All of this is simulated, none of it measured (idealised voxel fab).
Process module in this document: voxel fin reveal
Pictured: cross-section cut, 215 nm wide, on a grid of 5 nm square cells.
Cross-section = grid of square cells, listed top down in bands; band = one or more rows. Band entry format. Leading values: height of top, height of bottom, nm. Remainder: materials in left-to-right order, each with its width in nm. Special words: "all across" on a single material, which then fills the band edge to edge; "blank", empty space. For the purposes of this specification, 0 denotes the height below which the wafer in its as-received condition is composed wholly of one material, and the lowermost band, lacking a lower limit, extends downward without end, as expressed in "0 down". Read "30..40" as a graded width: first number on top, second number at the bottom, same change between each pair of neighbouring rows. "remains unaltered" after a step means that no cell of the cross-section changed. Any empty space of 8 cells or more lacking an open way to the top shows up in "Closed void list" as width x height at distance, distance from the left edge, in nm. It should be noted that, on the line of a given step, the content following the step's settings is a remark produced by the simulator itself with respect to that step. overlay nm, on a step with a mask: how far to the right of its planned place the mask lay; to the left if negative.

**Process steps foreseen in the plan**
1. RECEIVE [material Si]
2. CONFORMAL_DEP [material SiN] [thk nm 5]
3. MASKED_ETCH [tone cover] [mask id FINS] [width nm 15] [pitch nm 40] [etch materials SiN] [depth nm 5] [overlay nm 0]
4. MASKED_ETCH [tone cover] [mask id FINS] [width nm 15] [pitch nm 40] [etch materials Si] [depth nm 30] [overlay nm 0]
5. OXIDIZE [depth nm 5]
6. FILL_DEP [material SiO2] [thk nm 10]
7. CMP [height nm 5]
8. SELECTIVE_ETCH [etch materials SiO2] [depth nm 25]
9. STRIP [etch materials SiN]

**Cross-section of the wafer at receipt, which is the condition after step 1**
    0 down = Si all across
    Closed void list: none

**Cross-section: first of two wafers, module finished, run according to plan**
    0 to -20 = 65 blank | 5 Si | 35 blank | 5 Si | 35 blank | 5 Si | 65 blank
    -20 to -35 = 65 SiO2 | 5 Si | 35 SiO2 | 5 Si | 35 SiO2 | 5 Si | 65 SiO2
    -35 down = Si all across
    Closed void list: none

**Here is the second of the two wafers cut open at the end of the module - same start, same plan as the first one, but we made one mistake running it**
    0 to -20 = 65 blank | 5 Si | 35 blank | 5 Si | 35 blank | 5 Si | 65 blank
    -20 to -25 = 35 SiO2 | 30 blank | 5 Si | 35 blank | 5 Si | 35 blank | 5 Si | 30 blank | 35 SiO2
    -25 to -35 = 65 SiO2 | 5 Si | 35 SiO2 | 5 Si | 35 SiO2 | 5 Si | 65 SiO2
    -35 down = Si all across
    Closed void list: none
What broke from the plan during processing? deviation from plan: step 9 and step 8 executed in one another's positions
Counted in cells at the end, the second wafer holds more or fewer of these materials than the first: SiO2: 26 fewer
